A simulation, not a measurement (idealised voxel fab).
A process module follows: voxel ribs on slabs.
FYI the section here is cut, 295 nm wide, cells are 5 nm squares.
For the purposes of this document, a cross-section shall be understood as a grid of square cells, specified as bands listed in top-to-bottom order, each band consisting of one or more rows of cells.
Each band's line starts with the height of the band's top and of its bottom, in nm. Then come its materials from left to right, each with its width in nm. One material with "edge to edge" fills the band from edge to edge. "empty" is empty space.
Note: height 0 marks the level under which the wafer is uniformly one material as received. Lowest band unbounded below, written "0..down".
Note: "30->40" means the width goes from the first number (top row of the band) to the second number (bottom row) in equal steps per row of cells.
Where a step carries "no change", the cross-section came out of it unchanged, cell for cell.
You'll see "Closed cavity list" listing empty spaces that have no way open to the top, as long as they're 8 cells or more; the notation is width x height at distance, where the distance is from the left edge, and all of it is in nm.
That trailing text on a step's line, after the settings, is the simulator's own remark on the step.
overlay nm: how far to the right of its planned place the mask lay on this masked step (negative: to the left).
### The steps planned for the process are as follows
- 1: RECEIVE [material Si]
- 2: DIRECTIONAL_DEP [material SiO2] [thk nm 25]
- 3: DIRECTIONAL_DEP [material polySi] [thk nm 15]
- 4: PATTERN [tone cover] [mask id RIB] [material resist] [width nm 30] [thk nm 15] [overlay nm -15]
- 5: DIRECTIONAL_ETCH [etch materials polySi] [depth nm 5]
- 6: STRIP [etch materials resist]
- 7: MASKED_ETCH [tone cover] [mask id SLAB] [width nm 60] [etch materials polySi] [depth nm 10] [overlay nm 0]
- 8: FILL_DEP [material SiO2] [thk nm 20]
- 9: CMP [height nm 55]
- 10: DIRECTIONAL_DEP [material TiN] [thk nm 5]
- 11: MASKED_ETCH [tone cover] [mask id HEATER] [width nm 40] [etch materials TiN] [depth nm 5] [overlay nm 0]
- 12: CONFORMAL_DEP [material SiN] [thk nm 5]
What sets these wafers apart? The overlay nm at step 4. They all start alike, and the plan carries the first wafer's value.
### The first of several wafers as received, shown in cross-section; this is its state after step 1
  0..down = Si edge to edge
  Closed cavity list: none
### The figure below presents a cross-section of the first of several wafers at the conclusion of the module, following its last step, step 12
  65..60 = 120 empty, then 50 SiN, then 125 empty
  60..55 = 125 SiN, then 40 TiN, then 130 SiN
  55..40 = SiO2 edge to edge
  40..35 = 115 SiO2, then 30 polySi, then 150 SiO2
  35..25 = 115 SiO2, then 60 polySi, then 120 SiO2
  25..0 = SiO2 edge to edge
  0..down = Si edge to edge
  Closed cavity list: none
### Here we cross-sectioned the last of the wafers once the module was done
  65..60 = 120 empty, then 50 SiN, then 125 empty
  60..55 = 125 SiN, then 40 TiN, then 130 SiN
  55..40 = SiO2 edge to edge
  40..35 = 145 SiO2, then 30 polySi, then 120 SiO2
  35..25 = 115 SiO2, then 60 polySi, then 120 SiO2
  25..0 = SiO2 edge to edge
  0..down = Si edge to edge
  Closed cavity list: none
### Take any row and you have a wafer at the end of the module: how many cells of each material it has gained (+) or lost (-) since it was received, and then its closed voids
overlay nm -15, +61 SiN, +619 SiO2, +8 TiN, +30 polySi, Closed cavity list: none
overlay nm -10, +61 SiN, +619 SiO2, +8 TiN, +30 polySi, Closed cavity list: none
overlay nm -5, +61 SiN, +619 SiO2, +8 TiN, +30 polySi, Closed cavity list: none
overlay nm 0, +61 SiN, +619 SiO2, +8 TiN, +30 polySi, Closed cavity list: none
overlay nm 5, +61 SiN, +619 SiO2, +8 TiN, +30 polySi, Closed cavity list: none
overlay nm 10, +61 SiN, +619 SiO2, +8 TiN, +30 polySi, Closed cavity list: none
overlay nm 15, +61 SiN, +619 SiO2, +8 TiN, +30 polySi, Closed cavity list: none
